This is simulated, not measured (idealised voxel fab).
A process module follows: voxel double patterning.
This is section cut - it's 230 nm across, gridded in 5 nm square cells.
Cross-section = grid of square cells, listed top down in bands; band = one or more rows.
Heights first: top, then bottom, in nm. Then materials, left to right, each with a width in nm. "full width" on a single material: fills the band edge to edge. "empty": empty space.
Note: height 0 marks the level under which the wafer is uniformly one material as received. Lowest band unbounded below, written "0 and below".
You'd read "30..40" like this: the band's top row of cells is as wide as the first number, its bottom row is as wide as the second, and going down, every row changes width by the same amount as the row before did.
"identical to before" after a step means that no cell of the cross-section changed.
The label "Enclosed void list" introduces a list of the empty spaces, 8 cells or larger, that have no open way up to the top; each entry in it reads width x height at distance, where the distance is taken from the left edge and all three are stated in nm.
What comes after the settings on a step's line is commentary from the simulator itself on that step.
Each step line may optionally specify "overlay nm", which for a step with a mask gives the rightward distance between the mask's planned place and where it lay, a negative value indicating the leftward direction.
Below is the list of planned process steps
1 RECEIVE: material Si
2 CONFORMAL_DEP: material SiN, thk nm 5
3 DIRECTIONAL_DEP: material SiO2, thk nm 15
4 DIRECTIONAL_DEP: material SiCN, thk nm 10
5 PATTERN: tone open, mask id FIRST, material resist, width nm 15, pitch nm 50, thk nm 15, overlay nm 0
6 DIRECTIONAL_ETCH: etch materials SiCN, depth nm 10
7 STRIP: etch materials resist
8 PATTERN: tone open, mask id SECOND, material resist, width nm 15, pitch nm 50, thk nm 20, overlay nm 0
9 DIRECTIONAL_ETCH: etch materials SiCN, depth nm 10
10 STRIP: etch materials resist
11 DIRECTIONAL_ETCH: etch materials SiO2, depth nm 15
12 STRIP: etch materials SiCN
Cross-section of the wafer as it came to us, i.e., already through step 1
    0 and below  Si full width
    Enclosed void list: none
Final cross-section, module run with one mistake (start and plan as above)
    35 down to 20  SiO2: 55, empty: 15, SiO2: 10, empty: 15, SiO2: 10, empty: 15, SiO2: 10, empty: 15, SiO2: 10, empty: 15, SiO2: 60
    20 down to 5  SiO2 full width
    5 down to 0  SiN full width
    0 and below  Si full width
    Enclosed void list: none
Deviation from plan: yeah, plan step 3 got run twice
